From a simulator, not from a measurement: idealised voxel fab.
Process module name: voxel air gaps
The figure presents cross-section cut, which has a width of 215 nm and is divided into square cells with an edge length of 5 nm.
Notation: cross-section as square-cell grid; stated in bands, top first, going down; one or more cell rows per band.
Band: top height; bottom height; in nm. Then, left to right: material with width in nm, for each material. "full width": a single material spanning edge to edge. "blank": empty space.
Measure heights from 0. That's the level where, below it, the as-received wafer is all one material. The lowest band is bottomless and extends downward; write it as in "z 0 and below".
When a width is written as two numbers, as in "30 to 40", the first number is the width in the top row of cells of the band and the second is the width in its bottom row, and the width changes by the same amount from each row to the next.
Basically "same as before" means that step didn't change any cell in the cross-section.
The entry "Enclosed void listing" lists the empty spaces that cover at least 8 cells and have no open path to the top. Each is written as width x height at distance, where the distance is measured from the left edge and all three values are in nm.
Note: text after step settings on the step line = simulator remark on that step.
overlay nm: mask offset rightward from planned place, masked step; negative means leftward offset.

**Intended process steps**
1. RECEIVE (material Si)
2. CONFORMAL_DEP (material SiO2; thk nm 10)
3. CONFORMAL_DEP (material SiCN; thk nm 5)
4. DIRECTIONAL_DEP (material lowk; thk nm 35)
5. MASKED_ETCH (tone open; mask id LINES; width nm 20; pitch nm 50; etch materials lowk; depth nm 35; overlay nm 0)
6. CONFORMAL_DEP (material TiN; thk nm 5)
7. FILL_DEP (material Ru; thk nm 10)
8. CMP (height nm 50)
9. EPI (material Ru; thk nm 10)
10. SELECTIVE_ETCH (etch materials lowk; depth nm 45)
11. CONFORMAL_DEP (material SiCN; thk nm 5)

**The cross-section here shows the wafer as received, i.e. in its state after step 1**
> z 0 and below: Si full width
> Enclosed void listing: none

**Here's the wafer cut in cross-section after the module, started and planned just like above, except one thing was done wrong in the run**
> z 65 to 60: 5 blank, 200 SiCN, 10 blank
> z 60 to 50: 5 blank, 5 SiCN, 40 Ru, 10 SiCN, 40 Ru, 10 SiCN, 40 Ru, 10 SiCN, 40 Ru, 5 SiCN, 10 blank
> z 50 to 45: 5 blank, 15 SiCN, 5 TiN, 10 SiO2, 5 TiN, 30 SiCN, 5 TiN, 10 SiO2, 5 TiN, 30 SiCN, 5 TiN, 10 SiO2, 5 TiN, 30 SiCN, 5 TiN, 10 SiO2, 5 TiN, 15 SiCN, 10 blank
> z 45 to 20: 15 blank, 5 SiCN, 5 TiN, 10 SiO2, 5 TiN, 5 SiCN, 20 blank, 5 SiCN, 5 TiN, 10 SiO2, 5 TiN, 5 SiCN, 20 blank, 5 SiCN, 5 TiN, 10 SiO2, 5 TiN, 5 SiCN, 20 blank, 5 SiCN, 5 TiN, 10 SiO2, 5 TiN, 5 SiCN, 20 blank
> z 20 to 15: 20 SiCN, 20 TiN, 30 SiCN, 20 TiN, 30 SiCN, 20 TiN, 30 SiCN, 20 TiN, 25 SiCN
> z 15 to 10: SiCN full width
> z 10 to 0: SiO2 full width
> z 0 and below: Si full width
> Enclosed void listing: 20 x 25 at 45; 20 x 25 at 95; 20 x 25 at 145
Here's what went sideways: step 7 changed vs plan, executed as FILL_DEP (material SiO2; thk nm 10)
